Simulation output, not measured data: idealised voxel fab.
The following is a process module called voxel lift off.
Cross-section cut: width 285 nm, square cells of 5 nm.
Cross-section format: a grid of square cells, given as bands from top to bottom; each band is one or more rows of cells. This entry defines a band. It first specifies the height of the band's top and the height of its bottom in nm, and then specifies the band's materials from left to right, stating each material with its width in nm. The word "full width" identifies a single material that fills the band from edge to edge, while the word "blank" identifies empty space. Convention: height 0 is the level below which the wafer, as received, is all one material. The lowest band does not terminate at the bottom but continues downward, represented as "0 -> down". So if you see something like "30->40" for the width, read it as the top row of the band sitting at the first number and the bottom row at the second, with every row in between moving by the same amount as the last. You'll sometimes find "no modifications" written for a step, and that's the way of saying that nowhere in the cross-section did a cell change during that step. So "Enclosed voids" is basically the list of trapped voids: any empty space of 8 cells or more that can't reach the top through an opening. They're written width x height at distance, the distance being from the left edge, and it's all nm. Anything after a step's settings on that line? It's the simulator's own note about the step. overlay nm: how far to the right of its planned place the mask lay on this masked step (negative: to the left).

THESE ARE THE STEPS WE PLANNED FOR THE PROCESS
step 1: RECEIVE,material Si
step 2: CONFORMAL_DEP,material Al2O3,thk nm 10
step 3: PATTERN,tone open,mask id LINES,material resist,width nm 25,pitch nm 50,thk nm 25,overlay nm 0
step 4: DIRECTIONAL_DEP,material Ru,thk nm 10
step 5: STRIP,etch materials resist
step 6: CONFORMAL_DEP,material SiO2,thk nm 5

FIRST WAFER, TWO IN TOTAL, RUN AS PLANNED

CROSS-SECTION, INCOMING MATERIAL, AFTER STEP 1
0 -> down = Si full width
Enclosed voids: none

WAFER SECTION VIEW AFTER PROCESSING STEP 2
10 -> 0 = Al2O3 full width
No changes below 0.

WAFER SECTION VIEW AFTER PROCESSING STEP 3
35 -> 10 = 105 resist, then 25 blank, then 25 resist, then 25 blank, then 105 resist
No changes below 10.

WAFER SECTION VIEW AFTER PROCESSING STEP 4
45 -> 35 = 105 Ru, then 25 blank, then 25 Ru, then 25 blank, then 105 Ru
35 -> 20 = 105 resist, then 25 blank, then 25 resist, then 25 blank, then 105 resist
20 -> 10 = 105 resist, then 25 Ru, then 25 resist, then 25 Ru, then 105 resist
No changes below 10.

WAFER SECTION VIEW AFTER PROCESSING STEP 5
20 -> 10 = 105 blank, then 25 Ru, then 25 blank, then 25 Ru, then 105 blank
No changes below 10.

WAFER SECTION VIEW AFTER PROCESSING STEP 6
25 -> 20 = 100 blank, then 35 SiO2, then 15 blank, then 35 SiO2, then 100 blank
20 -> 15 = 100 blank, then 5 SiO2, then 25 Ru, then 5 SiO2, then 15 blank, then 5 SiO2, then 25 Ru, then 5 SiO2, then 100 blank
15 -> 10 = 105 SiO2, then 25 Ru, then 25 SiO2, then 25 Ru, then 105 SiO2
No changes below 10.

SECOND OF TWO: SAME START, SAME PLAN, ONE RUN ERROR; STEPS UP TO AND INCLUDING 1 MATCH THE FIRST

LOOK AT THE SECOND WAFER IN CROSS-SECTION AT THE TIME STEP 2 OUGHT TO HAVE FINISHED
15 -> 0 = Al2O3 full width
No changes below 0.

LOOK AT THE SECOND WAFER IN CROSS-SECTION AT THE TIME STEP 3 OUGHT TO HAVE FINISHED
40 -> 15 = 105 resist, then 25 blank, then 25 resist, then 25 blank, then 105 resist
No changes below 15.

LOOK AT THE SECOND WAFER IN CROSS-SECTION AT THE TIME STEP 4 OUGHT TO HAVE FINISHED
50 -> 40 = 105 Ru, then 25 blank, then 25 Ru, then 25 blank, then 105 Ru
40 -> 25 = 105 resist, then 25 blank, then 25 resist, then 25 blank, then 105 resist
25 -> 15 = 105 resist, then 25 Ru, then 25 resist, then 25 Ru, then 105 resist
No changes below 15.

LOOK AT THE SECOND WAFER IN CROSS-SECTION AT THE TIME STEP 5 OUGHT TO HAVE FINISHED
25 -> 15 = 105 blank, then 25 Ru, then 25 blank, then 25 Ru, then 105 blank
No changes below 15.

LOOK AT THE SECOND WAFER IN CROSS-SECTION AT THE TIME STEP 6 OUGHT TO HAVE FINISHED
30 -> 25 = 100 blank, then 35 SiO2, then 15 blank, then 35 SiO2, then 100 blank
25 -> 20 = 100 blank, then 5 SiO2, then 25 Ru, then 5 SiO2, then 15 blank, then 5 SiO2, then 25 Ru, then 5 SiO2, then 100 blank
20 -> 15 = 105 SiO2, then 25 Ru, then 25 SiO2, then 25 Ru, then 105 SiO2
No changes below 15.
Finding, execution versus plan: the process deviated at step 2: the operation and settings actually run there were CONFORMAL_DEP,material Al2O3,thk nm 15
In the final state, the cell counts of the second wafer exceed or fall short of those of the first for the following materials: Al2O3: 57 more
